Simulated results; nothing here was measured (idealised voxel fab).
The name of this process module is voxel plated lines.
Cross-section cut: width 235 nm, square cells of 5 nm.
Throughout this document, each cross-section is represented as a grid of square cells and is presented as a sequence of bands enumerated from the top downward, where a band comprises one or more rows of cells.
Read a band's entry like this: the first values are the height of its top and the height of its bottom in nm, and what follows is the sequence of materials from left to right, each with its width in nm. Note that "blank" is empty space, and that a single material marked "all across" reaches across the band from edge to edge.
Heights are expressed relative to 0, this being the level below which the as-received wafer comprises one material exclusively. The lowest band is unbounded in the downward direction and is denoted as in "top 0, no bottom".
You'd read "30 to 40" like this: the band's top row of cells is as wide as the first number, its bottom row is as wide as the second, and going down, every row changes width by the same amount as the row before did.
Reading "identical to before" for a step: not a cell of the cross-section changed in it.
Entry "Voids, enclosed". Content: empty spaces with no open connection to the top, size 8 cells or greater. Each: width x height at distance. Distance: from left edge. Unit: nm.
The remark found on a step's line after its settings is issued by the simulator itself and pertains to that step.
Among the settings permitted on a step's line is "overlay nm"; applied to a step with a mask, it specifies the extent to which the mask lay to the right of its planned position, whereas a negative figure signifies a position to the left.
[Intended process steps]
- 1: op RECEIVE | material Si
- 2: op CONFORMAL_DEP | material SiO2 | thk nm 15
- 3: op DIRECTIONAL_DEP | material TiN | thk nm 5
- 4: op PATTERN | tone open | mask id LINES | material resist | width nm 15 | pitch nm 35 | thk nm 35 | overlay nm 0
- 5: op EPI | material Ru | thk nm 5
- 6: op EPI | material Ru | thk nm 10
- 7: op EPI | material Ru | thk nm 5
- 8: op STRIP | etch materials resist
- 9: op DIRECTIONAL_ETCH | etch materials TiN | depth nm 5
- 10: op CONFORMAL_DEP | material SiN | thk nm 5
[Cross-section of the wafer upon arrival, representing the state reached after step 1]
* top 0, no bottom: Si all across
* Voids, enclosed: none
[Wafer cross-section at module end: first of two, run to plan]
* top 45, bottom 40: blank: 85 / SiN: 25 / blank: 10 / SiN: 25 / blank: 90
* top 40, bottom 20: blank: 85 / SiN: 5 / Ru: 15 / SiN: 5 / blank: 10 / SiN: 5 / Ru: 15 / SiN: 5 / blank: 90
* top 20, bottom 15: SiN: 90 / TiN: 15 / SiN: 20 / TiN: 15 / SiN: 95
* top 15, bottom 0: SiO2 all across
* top 0, no bottom: Si all across
* Voids, enclosed: none
[Cross-section at end of module for the second wafer of two, which matched the first in starting point and plan and differed by one mistake in its processing]
* top 55, bottom 50: blank: 85 / SiN: 25 / blank: 10 / SiN: 25 / blank: 90
* top 50, bottom 20: blank: 85 / SiN: 5 / Ru: 15 / SiN: 5 / blank: 10 / SiN: 5 / Ru: 15 / SiN: 5 / blank: 90
* top 20, bottom 15: SiN: 90 / TiN: 15 / SiN: 20 / TiN: 15 / SiN: 95
* top 15, bottom 0: SiO2 all across
* top 0, no bottom: Si all across
* Voids, enclosed: none
Plan not followed: the plan had its step 6 run twice
Cell-count delta at end, second wafer over first, by material: +12 Ru, +8 SiN
